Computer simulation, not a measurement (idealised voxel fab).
Process module heading - voxel self aligned contacts
The cross-section shown here is cut; it is 205 nm wide and divided into square cells measuring 5 nm on a side.
In this document a cross-section is written as a grid of square cells. It is given as a series of bands, listed from the top down, and a band is one or more rows of cells. Per band: top height and bottom height in nm, followed by the left-to-right materials and their widths in nm; "full width" marks a single material spanning edge to edge, "empty" marks empty space. Basically, 0 is our baseline, since under it the wafer straight out of the box is all one material. The bottom band has no lower end and keeps on going down, so it looks like "top 0, no bottom". The notation "30..40" denotes a width that varies across the rows of cells in the band, beginning at the first number in the top row, finishing at the second number in the bottom row, and changing by an identical amount from each row to the next. Given "changes: none" for a step, no cell of the cross-section differs between before and after that step. Under "Enclosed cavity list" you'll find the enclosed gaps, the ones with no way out to the top, that are 8 cells or bigger; each reads width x height at distance, with distance counted from the left edge, everything in nm. Step line, after settings: the simulator's comment on this step. overlay nm: where the mask lay relative to plan, measured to the right, on steps with a mask; negatives go left.
Plan
1) RECEIVE: material Si
2) OXIDIZE: depth nm 5
3) DIRECTIONAL_DEP: material polySi, thk nm 20
4) DIRECTIONAL_DEP: material SiN, thk nm 25
5) MASKED_ETCH: tone cover, mask id GATE, width nm 30, pitch nm 65, etch materials SiN, depth nm 25, overlay nm 0
6) MASKED_ETCH: tone cover, mask id GATE, width nm 30, pitch nm 65, etch materials polySi, depth nm 20, overlay nm 0
7) CONFORMAL_DEP: material SiN, thk nm 10
8) DIRECTIONAL_ETCH: etch materials SiN, depth nm 10
9) FILL_DEP: material SiO2, thk nm 20
10) CMP: height nm 55
11) DIRECTIONAL_DEP: material aC, thk nm 15
12) PATTERN: tone open, mask id CONTACT, material resist, width nm 45, thk nm 30, overlay nm -15
13) DIRECTIONAL_ETCH: etch materials aC, depth nm 15
14) STRIP: etch materials resist
15) DIRECTIONAL_ETCH: etch materials SiO2, depth nm 60
16) STRIP: etch materials aC
17) CONFORMAL_DEP: material TiN, thk nm 5
18) FILL_DEP: material Ru, thk nm 5
19) CMP: height nm 55
20) CONFORMAL_DEP: material SiCN, thk nm 5
Be aware that, although all wafers share a common starting state, the overlay nm at step 12 differs among them, and the plan displays the first wafer's value.
The as-received cross-section of the first of several wafers corresponds to the state after step 1
* top 0, no bottom | Si full width
* Enclosed cavity list: none
Table: wafers, a row each; end-of-module cell change per material since receipt, gain (+), loss (-); then closed voids
overlay nm -15, +17 Ru, -41 Si, +41 SiCN, +132 SiN, +264 SiO2, +31 TiN, +48 polySi, Enclosed cavity list: none
overlay nm -10, +17 Ru, -41 Si, +41 SiCN, +132 SiN, +264 SiO2, +31 TiN, +48 polySi, Enclosed cavity list: none
overlay nm -5, +17 Ru, -41 Si, +41 SiCN, +132 SiN, +264 SiO2, +31 TiN, +48 polySi, Enclosed cavity list: none
overlay nm 0, +17 Ru, -41 Si, +41 SiCN, +132 SiN, +264 SiO2, +31 TiN, +48 polySi, Enclosed cavity list: none
overlay nm 5, +17 Ru, -41 Si, +41 SiCN, +132 SiN, +264 SiO2, +31 TiN, +48 polySi, Enclosed cavity list: none
overlay nm 10, +17 Ru, -41 Si, +41 SiCN, +132 SiN, +264 SiO2, +31 TiN, +48 polySi, Enclosed cavity list: none
overlay nm 15, +17 Ru, -41 Si, +41 SiCN, +132 SiN, +264 SiO2, +31 TiN, +48 polySi, Enclosed cavity list: none
